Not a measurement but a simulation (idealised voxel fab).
process module | voxel gate over fins
cross-section cut | 285 nm wide | cells 5 nm
A cross-section is a grid of square cells, given in bands from the top down. A band is one or more rows of cells.
Each band's line starts with the height of the band's top and of its bottom, in nm. Then come its materials from left to right, each with its width in nm. One material with "throughout" fills the band from edge to edge. "air" is empty space.
Height 0 is the level under which the wafer as received is all one material. The lowest band goes on downwards, as in "0 down".
A width such as "30 to 40" changes by the same amount from each row of cells to the next, from the band's top row to its bottom row.
"no change" after a step means that no cell of the cross-section changed.
closed voids: empty space of 8 cells or more with no open way to the top, each as width x height at its distance from the left edge, in nm
after a step's settings: what the simulator itself notes on the step
overlay nm, on a step with a mask: how far to the right of its planned place the mask lay; to the left if negative
plan
1 op RECEIVE | material Si
2 op CONFORMAL_DEP | material SiN | thk nm 5
3 op DIRECTIONAL_DEP | material aC | thk nm 15
4 op PATTERN | tone cover | mask id FINS | material resist | width nm 15 | pitch nm 50 | thk nm 30 | overlay nm 0
5 op DIRECTIONAL_ETCH | etch materials aC | depth nm 15
6 op STRIP | etch materials resist
7 op DIRECTIONAL_ETCH | etch materials SiN | depth nm 5
8 op DIRECTIONAL_ETCH | etch materials Si | depth nm 40
9 op STRIP | etch materials aC
10 op FILL_DEP | material SiO2 | thk nm 10
11 op CMP | height nm 5
12 op DIRECTIONAL_DEP | material aC | thk nm 15
13 op PATTERN | tone open | mask id RAIL | material resist | width nm 15 | thk nm 35 | overlay nm 0
14 op DIRECTIONAL_ETCH | etch materials aC | depth nm 15
15 op STRIP | etch materials resist
16 op DIRECTIONAL_ETCH | etch materials SiO2 | depth nm 40
17 op STRIP | etch materials aC
18 op CONFORMAL_DEP | material TiN | thk nm 5
19 op FILL_DEP | material W | thk nm 5
20 op CMP | height nm 5
21 op SELECTIVE_ETCH | etch materials W Ru TiN | depth nm 20
22 op FILL_DEP | material SiO2 | thk nm 5
23 op CMP | height nm 5
24 op SELECTIVE_ETCH | etch materials SiO2 | depth nm 15
25 op STRIP | etch materials SiN
26 op CONFORMAL_DEP | material HfO2 | thk nm 5
27 op CONFORMAL_DEP | material TiN | thk nm 5
28 op CONFORMAL_DEP | material TiAl | thk nm 5
29 op CONFORMAL_DEP | material TiN | thk nm 5
30 op FILL_DEP | material W | thk nm 10
31 op CMP | height nm 25
32 op CONFORMAL_DEP | material SiN | thk nm 10
as received, after step 1
  0 down: Si throughout
  closed voids: none
first wafer at the end, as planned
  35 to 25: SiN throughout
  25 to 20: W throughout
  20 to 15: W 65 | TiN 155 | W 65
  15 to 10: W 65 | TiN 5 | TiAl 45 | TiN 5 | TiAl 45 | TiN 5 | TiAl 45 | TiN 5 | W 65
  10 to 5: TiN 70 | TiAl 5 | TiN 35 | TiAl 5 | TiN 5 | TiAl 5 | TiN 35 | TiAl 5 | TiN 5 | TiAl 5 | TiN 35 | TiAl 5 | TiN 70
  5 to 0: TiAl 75 | TiN 5 | HfO2 25 | TiN 5 | TiAl 15 | TiN 5 | HfO2 25 | TiN 5 | TiAl 15 | TiN 5 | HfO2 25 | TiN 5 | TiAl 75
  0 to -5: TiN 80 | HfO2 5 | Si 15 | HfO2 5 | TiN 25 | HfO2 5 | Si 15 | HfO2 5 | TiN 25 | HfO2 5 | Si 15 | HfO2 5 | TiN 80
  -5 to -10: HfO2 85 | Si 15 | HfO2 35 | Si 15 | HfO2 35 | Si 15 | HfO2 85
  -10 to -15: SiO2 85 | Si 15 | SiO2 35 | Si 15 | SiO2 35 | Si 15 | SiO2 85
  -15 to -30: SiO2 85 | Si 15 | SiO2 10 | TiN 5 | W 5 | TiN 5 | SiO2 10 | Si 15 | SiO2 35 | Si 15 | SiO2 85
  -30 to -35: SiO2 85 | Si 15 | SiO2 10 | TiN 15 | SiO2 10 | Si 15 | SiO2 35 | Si 15 | SiO2 85
  -35 to -40: SiO2 85 | Si 15 | SiO2 35 | Si 15 | SiO2 35 | Si 15 | SiO2 85
  -40 down: Si throughout
  closed voids: none
second wafer at the end: like start, like plan, one mistake
  35 to 25: SiN throughout
  25 to 20: W throughout
  20 to 15: W 65 | TiN 155 | W 65
  15 to 10: W 65 | TiN 5 | TiAl 45 | TiN 5 | TiAl 45 | TiN 5 | TiAl 45 | TiN 5 | W 65
  10 to 5: TiN 70 | TiAl 5 | TiN 35 | TiAl 5 | TiN 5 | TiAl 5 | TiN 35 | TiAl 5 | TiN 5 | TiAl 5 | TiN 35 | TiAl 5 | TiN 70
  5 to 0: TiAl 75 | TiN 5 | HfO2 25 | TiN 5 | TiAl 15 | TiN 5 | HfO2 25 | TiN 5 | TiAl 15 | TiN 5 | HfO2 25 | TiN 5 | TiAl 75
  0 to -5: TiN 80 | HfO2 5 | Si 15 | HfO2 5 | TiN 25 | HfO2 5 | Si 15 | HfO2 5 | TiN 25 | HfO2 5 | Si 15 | HfO2 5 | TiN 80
  -5 to -10: HfO2 85 | Si 15 | HfO2 35 | Si 15 | HfO2 35 | Si 15 | HfO2 85
  -10 to -15: SiO2 85 | Si 15 | SiO2 35 | Si 15 | SiO2 35 | Si 15 | SiO2 85
  -15 to -30: SiO2 85 | Si 15 | SiO2 10 | TiN 5 | W 10 | TiN 5 | SiO2 5 | Si 15 | SiO2 35 | Si 15 | SiO2 85
  -30 to -35: SiO2 85 | Si 15 | SiO2 10 | TiN 20 | SiO2 5 | Si 15 | SiO2 35 | Si 15 | SiO2 85
  -35 to -40: SiO2 85 | Si 15 | SiO2 35 | Si 15 | SiO2 35 | Si 15 | SiO2 85
  -40 down: Si throughout
  closed voids: none
what went wrong: step 13 ran as: op PATTERN | tone open | mask id RAIL | material resist | width nm 20 | thk nm 35 | overlay nm 0
at the end the second wafer has, in cells: 4 fewer of SiO2 | 1 more of TiN | 3 more of W
